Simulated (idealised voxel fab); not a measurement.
You're looking at the process module voxel self aligned vias.
The width of the displayed cross-section, cut, is 175 nm; its cells are square, with a size of 5 nm.
Just so we're on the same page, the cross-sections are grids of square cells, and they're listed out in bands top to bottom, each band one or more rows deep.
A band entry consists of two parts. The first gives the height of the band's top and the height of its bottom, in nm. The rest lists the band's materials from left to right, each with its width in nm. A single material labelled with the word "edge to edge" fills the band from edge to edge, and the word "air" marks empty space.
Counting heights begins at 0, where everything beneath is, in the wafer as received, one material. The lowest band has no bottom; it goes on downwards, as "top 0, no bottom" shows.
So if you see something like "30->40" for the width, read it as the top row of the band sitting at the first number and the bottom row at the second, with every row in between moving by the same amount as the last.
"remained the same" (step): cross-section cells unchanged, all of them.
You'll see "Closed void list" listing empty spaces that have no way open to the top, as long as they're 8 cells or more; the notation is width x height at distance, where the distance is from the left edge, and all of it is in nm.
On each step's line, the part that comes after the settings is the simulator's own comment on the step.
overlay nm: how far to the right of its planned place the mask lay on this masked step (negative: to the left).
-- Listed below are the process steps as planned
1,RECEIVE: material Si
2,CONFORMAL_DEP: material SiO2, thk nm 15
3,CONFORMAL_DEP: material SiCN, thk nm 5
4,DIRECTIONAL_DEP: material lowk, thk nm 25
5,DIRECTIONAL_DEP: material aC, thk nm 15
6,PATTERN: tone open, mask id LINES, material resist, width nm 25, pitch nm 65, thk nm 35, overlay nm 0
7,DIRECTIONAL_ETCH: etch materials aC, depth nm 15
8,STRIP: etch materials resist
9,DIRECTIONAL_ETCH: etch materials lowk, depth nm 25
10,STRIP: etch materials aC
11,CONFORMAL_DEP: material TiN, thk nm 5
12,FILL_DEP: material W, thk nm 10
13,CMP: height nm 45
14,SELECTIVE_ETCH: etch materials W Ru TiN, depth nm 5
15,FILL_DEP: material SiN, thk nm 5
16,CMP: height nm 45
17,DIRECTIONAL_DEP: material lowk, thk nm 15
18,MASKED_ETCH: tone open, mask id VIAS, width nm 25, etch materials lowk, depth nm 15, overlay nm 0
19,MASKED_ETCH: tone open, mask id VIAS, width nm 35, etch materials SiN, depth nm 5, overlay nm 0
20,CONFORMAL_DEP: material TiN, thk nm 5
21,FILL_DEP: material Cu, thk nm 5
22,CMP: height nm 60
23,CONFORMAL_DEP: material SiN, thk nm 5
Variable across wafers: step 18 width nm (plan value is that of the first wafer; starting state common to all).
-- The first of several wafers, as received after step 1, seen in section
top 0, no bottom  Si edge to edge
Closed void list: none
-- Where each wafer stands at the end of the module, a row apiece: cells of each material gained (+) or lost (-) since it was received, then closed voids
width nm 25 | +9 Cu | +35 SiCN | +40 SiN | +105 SiO2 | +33 TiN | +18 W | +215 lowk | Closed void list: none
width nm 30 | +11 Cu | +35 SiCN | +40 SiN | +105 SiO2 | +34 TiN | +18 W | +212 lowk | Closed void list: none
width nm 35 | +13 Cu | +35 SiCN | +40 SiN | +105 SiO2 | +35 TiN | +18 W | +209 lowk | Closed void list: none
width nm 40 | +15 Cu | +35 SiCN | +40 SiN | +105 SiO2 | +36 TiN | +18 W | +206 lowk | Closed void list: none
width nm 45 | +17 Cu | +35 SiCN | +40 SiN | +105 SiO2 | +37 TiN | +18 W | +203 lowk | Closed void list: none
width nm 50 | +19 Cu | +35 SiCN | +40 SiN | +105 SiO2 | +38 TiN | +18 W | +200 lowk | Closed void list: none
